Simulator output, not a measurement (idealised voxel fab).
process module | voxel tone inversion
cross-section cut | 210 nm wide | cells 5 nm
A cross-section is a grid of square cells, given in bands from the top down. A band is one or more rows of cells.
Each band's line starts with the height of the band's top and of its bottom, in nm. Then come its materials from left to right, each with its width in nm. One material with "throughout" fills the band from edge to edge. "air" is empty space.
Height 0 is the level under which the wafer as received is all one material. The lowest band goes on downwards, as in "0 down".
A width such as "30 to 40" changes by the same amount from each row of cells to the next, from the band's top row to its bottom row.
"no change" after a step means that no cell of the cross-section changed.
closed voids: empty space of 8 cells or more with no open way to the top, each as width x height at its distance from the left edge, in nm
after a step's settings: what the simulator itself notes on the step
overlay nm, on a step with a mask: how far to the right of its planned place the mask lay; to the left if negative
plan
1 op RECEIVE | material Si
2 op CONFORMAL_DEP | material SiCN | thk nm 5
3 op DIRECTIONAL_DEP | material polySi | thk nm 25
4 op PATTERN | tone cover | mask id POSTS | material resist | width nm 20 | pitch nm 35 | thk nm 35 | overlay nm 0
5 op DIRECTIONAL_ETCH | etch materials polySi | depth nm 25
6 op STRIP | etch materials resist
7 op FILL_DEP | material lowk | thk nm 5
8 op CMP | height nm 30
9 op STRIP | etch materials polySi
as received, after step 1
  0 down: Si throughout
  closed voids: none
first wafer at the end, as planned
  30 to 5: lowk 75 | air 20 | lowk 15 | air 20 | lowk 80
  5 to 0: SiCN throughout
  0 down: Si throughout
  closed voids: none
second wafer at the end: like start, like plan, one mistake
  30 to 5: lowk 80 | air 15 | lowk 20 | air 15 | lowk 80
  5 to 0: SiCN throughout
  0 down: Si throughout
  closed voids: none
what went wrong: step 4 ran as: op PATTERN | tone cover | mask id POSTS | material resist | width nm 15 | pitch nm 35 | thk nm 35 | overlay nm 0
at the end the second wafer has, in cells: 10 more of lowk
